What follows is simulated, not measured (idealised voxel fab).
Documented hereafter: the process module known as voxel self aligned vias.
It is cross-section cut that appears here, measuring 220 nm in width, its square cells being 5 nm in size.
A cross-section is written here as square cells arranged in a grid, and it is given in bands from the top down, each band taking up one or more rows of cells. First you get the band's top height and its bottom height, in nm, and then the materials it's made of, left to right, with each width in nm. If you see a single material with "edge to edge", that one covers the band edge to edge. "blank" is empty space. For the purposes of this specification, 0 denotes the height below which the wafer in its as-received condition is composed wholly of one material, and the lowermost band, lacking a lower limit, extends downward without end, as expressed in "z 0 and below". It should be noted that a width expressed as "30->40" varies in equal increments from row to row of cells within the band, taking the value of the first number at the top row and that of the second number at the bottom row. No cell of the cross-section changed in a step that is given as "nothing changed". Each empty space that has no open way to the top and spans at least 8 cells appears under "Trapped void list" as width x height at distance, the distance counted from the left edge, all in nm. Anything after a step's settings on that line? It's the simulator's own note about the step. overlay nm: mask offset rightward from planned place, masked step; negative means leftward offset.

## So here's the lineup of process steps we planned
1) RECEIVE | material Si
2) CONFORMAL_DEP | material SiO2 | thk nm 10
3) CONFORMAL_DEP | material SiCN | thk nm 5
4) DIRECTIONAL_DEP | material lowk | thk nm 25
5) PATTERN | tone open | mask id LINES | material resist | width nm 20 | pitch nm 55 | thk nm 15 | overlay nm 0
6) DIRECTIONAL_ETCH | etch materials lowk | depth nm 25
7) STRIP | etch materials resist
8) CONFORMAL_DEP | material TiN | thk nm 5
9) FILL_DEP | material Ru | thk nm 5
10) CMP | height nm 40
11) SELECTIVE_ETCH | etch materials W Ru TiN | depth nm 10
12) FILL_DEP | material SiN | thk nm 10
13) CMP | height nm 40
14) DIRECTIONAL_DEP | material lowk | thk nm 20
15) MASKED_ETCH | tone open | mask id VIAS | width nm 40 | etch materials lowk | depth nm 20 | overlay nm 0
16) MASKED_ETCH | tone open | mask id VIAS | width nm 40 | etch materials SiN | depth nm 10 | overlay nm 0
17) CONFORMAL_DEP | material TiN | thk nm 5
18) FILL_DEP | material W | thk nm 10
19) CMP | height nm 60
20) CONFORMAL_DEP | material SiCN | thk nm 5

## First of two wafers - as planned

## Here's what the wafer looked like in cross-section when it arrived - that's after step 1
  z 0 and below = Si edge to edge
  Trapped void list: none

## Cross-section through the wafer, step 2 finished
  z 10 to 0 = SiO2 edge to edge
  For the remainder of the cross-section, below 0, there is no change.

## Cross-section through the wafer, step 3 finished
  z 15 to 10 = SiCN edge to edge
  For the remainder of the cross-section, below 10, there is no change.

## Cross-section through the wafer, step 4 finished
  z 40 to 15 = lowk edge to edge
  For the remainder of the cross-section, below 15, there is no change.

## Cross-section through the wafer, step 5 finished
  z 55 to 40 = resist 70, blank 20, resist 35, blank 20, resist 75
  For the remainder of the cross-section, below 40, there is no change.

## Cross-section through the wafer, step 6 finished
  z 55 to 40 = resist 70, blank 20, resist 35, blank 20, resist 75
  z 40 to 15 = lowk 70, blank 20, lowk 35, blank 20, lowk 75
  For the remainder of the cross-section, below 15, there is no change.

## Cross-section through the wafer, step 7 finished
  z 40 to 15 = lowk 70, blank 20, lowk 35, blank 20, lowk 75
  For the remainder of the cross-section, below 15, there is no change.

## Cross-section through the wafer, step 8 finished
  z 45 to 40 = TiN 75, blank 10, TiN 45, blank 10, TiN 80
  z 40 to 20 = lowk 70, TiN 5, blank 10, TiN 5, lowk 35, TiN 5, blank 10, TiN 5, lowk 75
  z 20 to 15 = lowk 70, TiN 20, lowk 35, TiN 20, lowk 75
  For the remainder of the cross-section, below 15, there is no change.

## Cross-section through the wafer, step 9 finished
  z 50 to 45 = Ru edge to edge
  z 45 to 40 = TiN 75, Ru 10, TiN 45, Ru 10, TiN 80
  z 40 to 20 = lowk 70, TiN 5, Ru 10, TiN 5, lowk 35, TiN 5, Ru 10, TiN 5, lowk 75
  For the remainder of the cross-section, below 20, there is no change.

## Cross-section through the wafer, step 10 finished
  z 40 to 20 = lowk 70, TiN 5, Ru 10, TiN 5, lowk 35, TiN 5, Ru 10, TiN 5, lowk 75
  For the remainder of the cross-section, below 20, there is no change.

## Cross-section through the wafer, step 11 finished
  z 40 to 30 = lowk 70, blank 20, lowk 35, blank 20, lowk 75
  For the remainder of the cross-section, below 30, there is no change.

## Cross-section through the wafer, step 12 finished
  z 50 to 40 = SiN edge to edge
  z 40 to 30 = lowk 70, SiN 20, lowk 35, SiN 20, lowk 75
  For the remainder of the cross-section, below 30, there is no change.

## Cross-section through the wafer, step 13 finished
  z 40 to 30 = lowk 70, SiN 20, lowk 35, SiN 20, lowk 75
  For the remainder of the cross-section, below 30, there is no change.

## Cross-section through the wafer, step 14 finished
  z 60 to 40 = lowk edge to edge
  For the remainder of the cross-section, below 40, there is no change.

## Cross-section through the wafer, step 15 finished
  z 60 to 40 = lowk 60, blank 40, lowk 120
  For the remainder of the cross-section, below 40, there is no change.

## Cross-section through the wafer, step 16 finished
  z 60 to 40 = lowk 60, blank 40, lowk 120
  z 40 to 30 = lowk 70, blank 20, lowk 35, SiN 20, lowk 75
  For the remainder of the cross-section, below 30, there is no change.

## Cross-section through the wafer, step 17 finished
  z 65 to 60 = TiN 65, blank 30, TiN 125
  z 60 to 45 = lowk 60, TiN 5, blank 30, TiN 5, lowk 120
  z 45 to 40 = lowk 60, TiN 15, blank 10, TiN 15, lowk 120
  z 40 to 35 = lowk 70, TiN 5, blank 10, TiN 5, lowk 35, SiN 20, lowk 75
  z 35 to 30 = lowk 70, TiN 20, lowk 35, SiN 20, lowk 75
  For the remainder of the cross-section, below 30, there is no change.

## Cross-section through the wafer, step 18 finished
  z 75 to 65 = W edge to edge
  z 65 to 60 = TiN 65, W 30, TiN 125
  z 60 to 45 = lowk 60, TiN 5, W 30, TiN 5, lowk 120
  z 45 to 40 = lowk 60, TiN 15, W 10, TiN 15, lowk 120
  z 40 to 35 = lowk 70, TiN 5, W 10, TiN 5, lowk 35, SiN 20, lowk 75
  For the remainder of the cross-section, below 35, there is no change.

## Cross-section through the wafer, step 19 finished
  z 60 to 45 = lowk 60, TiN 5, W 30, TiN 5, lowk 120
  For the remainder of the cross-section, below 45, there is no change.

## Cross-section through the wafer, step 20 finished
  z 65 to 60 = SiCN edge to edge
  For the remainder of the cross-section, below 60, there is no change.

## Okay, second wafer. Nothing different at the start, nothing different in the plan, just one mistake somewhere in the running. As far as step 4, counting that step, it's the first wafer all over again

## Cross-section of the second wafer corresponding to the planned conclusion of step 5
  z 55 to 40 = resist 65, blank 30, resist 25, blank 30, resist 70
  For the remainder of the cross-section, below 40, there is no change.

## Cross-section of the second wafer corresponding to the planned conclusion of step 6
  z 55 to 40 = resist 65, blank 30, resist 25, blank 30, resist 70
  z 40 to 15 = lowk 65, blank 30, lowk 25, blank 30, lowk 70
  For the remainder of the cross-section, below 15, there is no change.

## Cross-section of the second wafer corresponding to the planned conclusion of step 7
  z 40 to 15 = lowk 65, blank 30, lowk 25, blank 30, lowk 70
  For the remainder of the cross-section, below 15, there is no change.

## Cross-section of the second wafer corresponding to the planned conclusion of step 8
  z 45 to 40 = TiN 70, blank 20, TiN 35, blank 20, TiN 75
  z 40 to 20 = lowk 65, TiN 5, blank 20, TiN 5, lowk 25, TiN 5, blank 20, TiN 5, lowk 70
  z 20 to 15 = lowk 65, TiN 30, lowk 25, TiN 30, lowk 70
  For the remainder of the cross-section, below 15, there is no change.

## Cross-section of the second wafer corresponding to the planned conclusion of step 9
  z 50 to 45 = Ru edge to edge
  z 45 to 40 = TiN 70, Ru 20, TiN 35, Ru 20, TiN 75
  z 40 to 20 = lowk 65, TiN 5, Ru 20, TiN 5, lowk 25, TiN 5, Ru 20, TiN 5, lowk 70
  For the remainder of the cross-section, below 20, there is no change.

## Cross-section of the second wafer corresponding to the planned conclusion of step 10
  z 40 to 20 = lowk 65, TiN 5, Ru 20, TiN 5, lowk 25, TiN 5, Ru 20, TiN 5, lowk 70
  For the remainder of the cross-section, below 20, there is no change.

## Cross-section of the second wafer corresponding to the planned conclusion of step 11
  z 40 to 30 = lowk 65, blank 30, lowk 25, blank 30, lowk 70
  For the remainder of the cross-section, below 30, there is no change.

## Cross-section of the second wafer corresponding to the planned conclusion of step 12
  z 50 to 40 = SiN edge to edge
  z 40 to 30 = lowk 65, SiN 30, lowk 25, SiN 30, lowk 70
  For the remainder of the cross-section, below 30, there is no change.

## Cross-section of the second wafer corresponding to the planned conclusion of step 13
  z 40 to 30 = lowk 65, SiN 30, lowk 25, SiN 30, lowk 70
  For the remainder of the cross-section, below 30, there is no change.

## Cross-section of the second wafer corresponding to the planned conclusion of step 14
  z 60 to 40 = lowk edge to edge
  For the remainder of the cross-section, below 40, there is no change.

## Cross-section of the second wafer corresponding to the planned conclusion of step 15
  z 60 to 40 = lowk 60, blank 40, lowk 120
  For the remainder of the cross-section, below 40, there is no change.

## Cross-section of the second wafer corresponding to the planned conclusion of step 16
  z 60 to 40 = lowk 60, blank 40, lowk 120
  z 40 to 30 = lowk 65, blank 30, lowk 25, SiN 30, lowk 70
  For the remainder of the cross-section, below 30, there is no change.

## Cross-section of the second wafer corresponding to the planned conclusion of step 17
  z 65 to 60 = TiN 65, blank 30, TiN 125
  z 60 to 45 = lowk 60, TiN 5, blank 30, TiN 5, lowk 120
  z 45 to 40 = lowk 60, TiN 10, blank 20, TiN 10, lowk 120
  z 40 to 35 = lowk 65, TiN 5, blank 20, TiN 5, lowk 25, SiN 30, lowk 70
  z 35 to 30 = lowk 65, TiN 30, lowk 25, SiN 30, lowk 70
  For the remainder of the cross-section, below 30, there is no change.

## Cross-section of the second wafer corresponding to the planned conclusion of step 18
  z 75 to 65 = W edge to edge
  z 65 to 60 = TiN 65, W 30, TiN 125
  z 60 to 45 = lowk 60, TiN 5, W 30, TiN 5, lowk 120
  z 45 to 40 = lowk 60, TiN 10, W 20, TiN 10, lowk 120
  z 40 to 35 = lowk 65, TiN 5, W 20, TiN 5, lowk 25, SiN 30, lowk 70
  For the remainder of the cross-section, below 35, there is no change.

## Cross-section of the second wafer corresponding to the planned conclusion of step 19
  z 60 to 45 = lowk 60, TiN 5, W 30, TiN 5, lowk 120
  For the remainder of the cross-section, below 45, there is no change.

## Cross-section of the second wafer corresponding to the planned conclusion of step 20
  z 65 to 60 = SiCN edge to edge
  For the remainder of the cross-section, below 60, there is no change.
Diagnosis: step 5 did not use the planned setting and instead ran as PATTERN | tone open | mask id LINES | material resist | width nm 30 | pitch nm 55 | thk nm 15 | overlay nm 0
Looking at both finished wafers in cells, the second ends up ahead of or behind the first on some materials: 8 more of Ru | 4 more of SiN | 4 more of TiN | 4 more of W | 20 fewer of lowk
